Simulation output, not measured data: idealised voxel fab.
Proc. module: voxel wiring stack
Xsec cut, 290 nm wide, square cell size 5 nm.
In this document a cross-section is written as a grid of square cells. It is given as a series of bands, listed from the top down, and a band is one or more rows of cells.
Band: top and bottom heights (nm) first, top before bottom; then materials from left to right, widths in nm. "full width" marks a sole material filling the band edge to edge. "blank" denotes empty space.
Ref level 0: as-received wafer is one material below here. Bottom band extends down with no lower bound ("0 and below").
A width given as "30 to 40" starts at the first number in the band's top row and ends at the second number in its bottom row, shifting by an equal amount at every step from row to row.
A step reported as "remains unaltered" is a step in which no cell of the cross-section changed.
Listed in "Closed voids list": every empty space of 8 or more cells without an open way to the top. Form: width x height at distance, the distance being from the left edge, all in nm.
Text after the settings on a step's line: the simulator's own remark on that step.
The setting "overlay nm" may be written on the line of a step. When the step uses a mask, the value reports how far to the right of the planned place the mask lay, and a negative value reports that it lay to the left.
## This section lists the process steps that were planned
1 RECEIVE with material Si
2 CONFORMAL_DEP with material SiO2, thk nm 10
3 CONFORMAL_DEP with material SiCN, thk nm 5
4 DIRECTIONAL_DEP with material SiO2, thk nm 25
5 MASKED_ETCH with tone open, mask id METAL_1, width nm 20, pitch nm 45, etch materials SiO2, depth nm 25, overlay nm 0
6 MASKED_ETCH with tone open, mask id METAL_1, width nm 20, pitch nm 45, etch materials SiCN, depth nm 5, overlay nm 0
7 CONFORMAL_DEP with material TiN, thk nm 5
8 FILL_DEP with material Cu, thk nm 5
9 CMP with height nm 40
10 CONFORMAL_DEP with material SiCN, thk nm 5
11 DIRECTIONAL_DEP with material SiO2, thk nm 30
12 MASKED_ETCH with tone open, mask id METAL_2, width nm 20, pitch nm 45, etch materials SiO2, depth nm 15, overlay nm 0
13 PATTERN with tone open, mask id METAL_2_HOLES, material resist, width nm 15, thk nm 15, overlay nm 0
14 DIRECTIONAL_ETCH with etch materials SiO2, depth nm 15
15 DIRECTIONAL_ETCH with etch materials SiCN, depth nm 5
16 STRIP with etch materials resist
17 CONFORMAL_DEP with material TiN, thk nm 5
18 FILL_DEP with material Cu, thk nm 5
19 CMP with height nm 75
20 CONFORMAL_DEP with material SiCN, thk nm 5
21 DIRECTIONAL_DEP with material lowk, thk nm 30
22 PATTERN with tone open, mask id METAL_3_HOLES, material resist, width nm 15, pitch nm 45, thk nm 20, overlay nm 0
23 DIRECTIONAL_ETCH with etch materials lowk, depth nm 30
24 STRIP with etch materials resist
25 MASKED_ETCH with tone open, mask id METAL_3, width nm 20, pitch nm 45, etch materials lowk, depth nm 15, overlay nm 0
26 MASKED_ETCH with tone open, mask id METAL_3, width nm 20, pitch nm 45, etch materials SiCN, depth nm 5, overlay nm 0
27 CONFORMAL_DEP with material TiN, thk nm 5
28 FILL_DEP with material Ru, thk nm 5
29 CMP with height nm 110
30 CONFORMAL_DEP with material SiCN, thk nm 5
31 DIRECTIONAL_DEP with material lowk, thk nm 35
32 DIRECTIONAL_DEP with material aC, thk nm 10
33 PATTERN with tone open, mask id METAL_4_HOLES, material resist, width nm 15, thk nm 25, overlay nm 0
34 DIRECTIONAL_ETCH with etch materials aC, depth nm 10
35 STRIP with etch materials resist
36 DIRECTIONAL_ETCH with etch materials lowk, depth nm 35
37 STRIP with etch materials aC
38 PATTERN with tone open, mask id METAL_4, material resist, width nm 20, pitch nm 45, thk nm 15, overlay nm 0
39 DIRECTIONAL_ETCH with etch materials lowk, depth nm 20
40 DIRECTIONAL_ETCH with etch materials SiCN, depth nm 5
41 STRIP with etch materials resist
42 CONFORMAL_DEP with material TiN, thk nm 5
43 FILL_DEP with material Cu, thk nm 10
44 CMP with height nm 150
45 CONFORMAL_DEP with material SiN, thk nm 5
## Here's what the wafer looked like in cross-section when it arrived - that's after step 1
    0 and below  Si full width
    Closed voids list: none
## The first of two wafers, cross-sectioned at the end of the module, with the run proceeding as planned
    155 down to 150  SiN full width
    150 down to 135  lowk 110, TiN 5, Cu 10, TiN 5, lowk 25, TiN 5, Cu 10, TiN 5, lowk 115
    135 down to 130  lowk 110, TiN 5, Cu 5, TiN 10, lowk 25, TiN 20, lowk 115
    130 down to 115  lowk 110, TiN 5, Cu 5, TiN 5, lowk 165
    115 down to 110  SiCN 110, TiN 15, SiCN 165
    110 down to 100  lowk 110, TiN 5, Ru 10, TiN 5, lowk 25, TiN 5, Ru 10, TiN 5, lowk 115
    100 down to 95  lowk 110, TiN 5, Ru 5, TiN 10, lowk 25, TiN 5, Ru 5, TiN 10, lowk 115
    95 down to 80  lowk 110, TiN 5, Ru 5, TiN 5, lowk 30, TiN 5, Ru 5, TiN 5, lowk 120
    80 down to 75  SiCN 110, TiN 15, SiCN 30, TiN 15, SiCN 120
    75 down to 65  SiO2 110, TiN 5, Cu 10, TiN 5, SiO2 25, TiN 5, Cu 10, TiN 5, SiO2 115
    65 down to 60  SiO2 110, TiN 5, Cu 5, TiN 10, SiO2 25, TiN 20, SiO2 115
    60 down to 45  SiO2 110, TiN 5, Cu 5, TiN 5, SiO2 165
    45 down to 40  SiCN 110, TiN 15, SiCN 165
    40 down to 15  SiO2 110, TiN 5, Cu 10, TiN 5, SiO2 25, TiN 5, Cu 10, TiN 5, SiO2 115
    15 down to 10  SiCN 110, TiN 20, SiCN 25, TiN 20, SiCN 115
    10 down to 0  SiO2 full width
    0 and below  Si full width
    Closed voids list: none
## Second wafer cross-section at end of module - shared start and plan with the first, one mistake in the run
    155 down to 150  SiN full width
    150 down to 135  lowk 110, TiN 5, Cu 10, TiN 5, lowk 25, TiN 5, Cu 10, TiN 5, lowk 115
    135 down to 130  lowk 110, TiN 5, Cu 5, TiN 10, lowk 25, TiN 20, lowk 115
    130 down to 115  lowk 110, TiN 5, Cu 5, TiN 5, lowk 165
    115 down to 110  SiCN 110, TiN 15, SiCN 165
    110 down to 100  lowk 110, TiN 5, Ru 10, TiN 5, lowk 25, TiN 5, Ru 10, TiN 5, lowk 115
    100 down to 95  lowk 110, TiN 5, Ru 5, TiN 10, lowk 25, TiN 5, Ru 5, TiN 10, lowk 115
    95 down to 80  lowk 110, TiN 5, Ru 5, TiN 5, lowk 30, TiN 5, Ru 5, TiN 5, lowk 120
    80 down to 75  SiCN 110, TiN 15, SiCN 30, TiN 15, SiCN 120
    75 down to 65  SiO2 115, Cu 10, SiO2 35, Cu 10, SiO2 120
    65 down to 45  SiO2 115, Cu 5, SiO2 170
    45 down to 40  SiCN 110, SiO2 15, SiCN 165
    40 down to 15  SiO2 110, TiN 5, Cu 10, TiN 5, SiO2 25, TiN 5, Cu 10, TiN 5, SiO2 115
    15 down to 10  SiCN 110, TiN 20, SiCN 25, TiN 20, SiCN 115
    10 down to 0  SiO2 full width
    0 and below  Si full width
    Closed voids list: none
What broke from the plan during processing? step 17 did not happen as planned, as run it was CONFORMAL_DEP with material SiO2, thk nm 5
Once processing is complete, comparing cell counts shows that the second wafer has more or fewer of certain materials than the first: +24 SiO2 | -24 TiN
